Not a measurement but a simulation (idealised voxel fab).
Presented below is a process module, voxel spacer lines.
In the cross-section labelled cut, the width is 215 nm and each square cell is 5 nm.
Cross-section format: a grid of square cells, given as bands from top to bottom; each band is one or more rows of cells.
The entry gives the band's vertical extent as a top height and a bottom height in nm, then its horizontal make-up as materials from left to right, each with a width in nm. "empty" stands for empty space; a single material marked "all across" fills the band edge to edge.
Heights are measured from 0, the level below which the as-received wafer is all one material; the lowest band has no bottom and continues downward, written as in "z 0 and below".
You'd read "30..40" like this: the band's top row of cells is as wide as the first number, its bottom row is as wide as the second, and going down, every row changes width by the same amount as the row before did.
Basically "no modifications" means that step didn't change any cell in the cross-section.
Look at "Closed voids list" for the closed voids: empty spaces with no open path to the top, sized 8 cells or up. Each is width x height at distance, distance from the left edge, all nm.
On each step's line, the part that comes after the settings is the simulator's own comment on the step.
The line of a step may include "overlay nm". On a step with a mask, this value is how far to the right of its planned place the mask lay. A negative value means the mask lay to the left.

-- Listed below are the process steps as planned
- 1: RECEIVE,material Si
- 2: CONFORMAL_DEP,material Al2O3,thk nm 10
- 3: DIRECTIONAL_DEP,material SiN,thk nm 15
- 4: DIRECTIONAL_DEP,material aC,thk nm 30
- 5: PATTERN,tone cover,mask id MANDREL,material resist,width nm 15,pitch nm 60,thk nm 40,overlay nm 0
- 6: DIRECTIONAL_ETCH,etch materials aC,depth nm 30
- 7: STRIP,etch materials resist
- 8: CONFORMAL_DEP,material SiO2,thk nm 15
- 9: DIRECTIONAL_ETCH,etch materials SiO2,depth nm 15
- 10: STRIP,etch materials aC
- 11: DIRECTIONAL_ETCH,etch materials SiN,depth nm 15
- 12: STRIP,etch materials SiO2

-- First wafer, two in total, run as planned

-- As received (post step 1): cross-section
* z 0 and below = Si all across
* Closed voids list: none

-- Cross-section of the wafer after step 2
* z 10 to 0 = Al2O3 all across
* Heights below 0 show no change.

-- Cross-section of the wafer after step 3
* z 25 to 10 = SiN all across
* Heights below 10 show no change.

-- Cross-section of the wafer after step 4
* z 55 to 25 = aC all across
* Heights below 25 show no change.

-- Cross-section of the wafer after step 5
* z 95 to 55 = empty 70 nm, resist 15 nm, empty 45 nm, resist 15 nm, empty 70 nm
* Heights below 55 show no change.

-- Cross-section of the wafer after step 6
* z 65 to 55 = empty 70 nm, resist 15 nm, empty 45 nm, resist 15 nm, empty 70 nm
* z 55 to 25 = empty 70 nm, aC 15 nm, empty 45 nm, aC 15 nm, empty 70 nm
* Heights below 25 show no change.

-- Cross-section of the wafer after step 7
* z 55 to 25 = empty 70 nm, aC 15 nm, empty 45 nm, aC 15 nm, empty 70 nm
* Heights below 25 show no change.

-- Cross-section of the wafer after step 8
* z 70 to 55 = empty 55 nm, SiO2 45 nm, empty 15 nm, SiO2 45 nm, empty 55 nm
* z 55 to 40 = empty 55 nm, SiO2 15 nm, aC 15 nm, SiO2 15 nm, empty 15 nm, SiO2 15 nm, aC 15 nm, SiO2 15 nm, empty 55 nm
* z 40 to 25 = SiO2 70 nm, aC 15 nm, SiO2 45 nm, aC 15 nm, SiO2 70 nm
* Heights below 25 show no change.

-- Cross-section of the wafer after step 9
* z 55 to 25 = empty 55 nm, SiO2 15 nm, aC 15 nm, SiO2 15 nm, empty 15 nm, SiO2 15 nm, aC 15 nm, SiO2 15 nm, empty 55 nm
* Heights below 25 show no change.

-- Cross-section of the wafer after step 10
* z 55 to 25 = empty 55 nm, SiO2 15 nm, empty 15 nm, SiO2 15 nm, empty 15 nm, SiO2 15 nm, empty 15 nm, SiO2 15 nm, empty 55 nm
* Heights below 25 show no change.

-- Cross-section of the wafer after step 11
* z 55 to 25 = empty 55 nm, SiO2 15 nm, empty 15 nm, SiO2 15 nm, empty 15 nm, SiO2 15 nm, empty 15 nm, SiO2 15 nm, empty 55 nm
* z 25 to 10 = empty 55 nm, SiN 15 nm, empty 15 nm, SiN 15 nm, empty 15 nm, SiN 15 nm, empty 15 nm, SiN 15 nm, empty 55 nm
* Heights below 10 show no change.

-- Cross-section of the wafer after step 12
* z 25 to 10 = empty 55 nm, SiN 15 nm, empty 15 nm, SiN 15 nm, empty 15 nm, SiN 15 nm, empty 15 nm, SiN 15 nm, empty 55 nm
* Heights below 10 show no change.

-- What follows concerns the second wafer, which started out like the first and was meant to follow the very same plan; one mistake crept in when it was run, but everything up to and including step 2 is the same as for the first wafer

-- Planned end of step 3: second wafer, cross-section
* z 30 to 10 = SiN all across
* Heights below 10 show no change.

-- Planned end of step 4: second wafer, cross-section
* z 60 to 30 = aC all across
* Heights below 30 show no change.

-- Planned end of step 5: second wafer, cross-section
* z 100 to 60 = empty 70 nm, resist 15 nm, empty 45 nm, resist 15 nm, empty 70 nm
* Heights below 60 show no change.

-- Planned end of step 6: second wafer, cross-section
* z 70 to 60 = empty 70 nm, resist 15 nm, empty 45 nm, resist 15 nm, empty 70 nm
* z 60 to 30 = empty 70 nm, aC 15 nm, empty 45 nm, aC 15 nm, empty 70 nm
* Heights below 30 show no change.

-- Planned end of step 7: second wafer, cross-section
* z 60 to 30 = empty 70 nm, aC 15 nm, empty 45 nm, aC 15 nm, empty 70 nm
* Heights below 30 show no change.

-- Planned end of step 8: second wafer, cross-section
* z 75 to 60 = empty 55 nm, SiO2 45 nm, empty 15 nm, SiO2 45 nm, empty 55 nm
* z 60 to 45 = empty 55 nm, SiO2 15 nm, aC 15 nm, SiO2 15 nm, empty 15 nm, SiO2 15 nm, aC 15 nm, SiO2 15 nm, empty 55 nm
* z 45 to 30 = SiO2 70 nm, aC 15 nm, SiO2 45 nm, aC 15 nm, SiO2 70 nm
* Heights below 30 show no change.

-- Planned end of step 9: second wafer, cross-section
* z 60 to 30 = empty 55 nm, SiO2 15 nm, aC 15 nm, SiO2 15 nm, empty 15 nm, SiO2 15 nm, aC 15 nm, SiO2 15 nm, empty 55 nm
* Heights below 30 show no change.

-- Planned end of step 10: second wafer, cross-section
* z 60 to 30 = empty 55 nm, SiO2 15 nm, empty 15 nm, SiO2 15 nm, empty 15 nm, SiO2 15 nm, empty 15 nm, SiO2 15 nm, empty 55 nm
* Heights below 30 show no change.

-- Planned end of step 11: second wafer, cross-section
* z 60 to 30 = empty 55 nm, SiO2 15 nm, empty 15 nm, SiO2 15 nm, empty 15 nm, SiO2 15 nm, empty 15 nm, SiO2 15 nm, empty 55 nm
* z 30 to 15 = empty 55 nm, SiN 15 nm, empty 15 nm, SiN 15 nm, empty 15 nm, SiN 15 nm, empty 15 nm, SiN 15 nm, empty 55 nm
* Heights below 15 show no change.

-- Planned end of step 12: second wafer, cross-section
* z 30 to 15 = empty 55 nm, SiN 15 nm, empty 15 nm, SiN 15 nm, empty 15 nm, SiN 15 nm, empty 15 nm, SiN 15 nm, empty 55 nm
* Heights below 15 show no change.
Misprocessing identified: step 3 ran differently from the plan; actual operation with settings: DIRECTIONAL_DEP,material SiN,thk nm 20
Bottom line after processing is that, in cells, the second wafer is up or down on some materials versus the first: 43 more of SiN
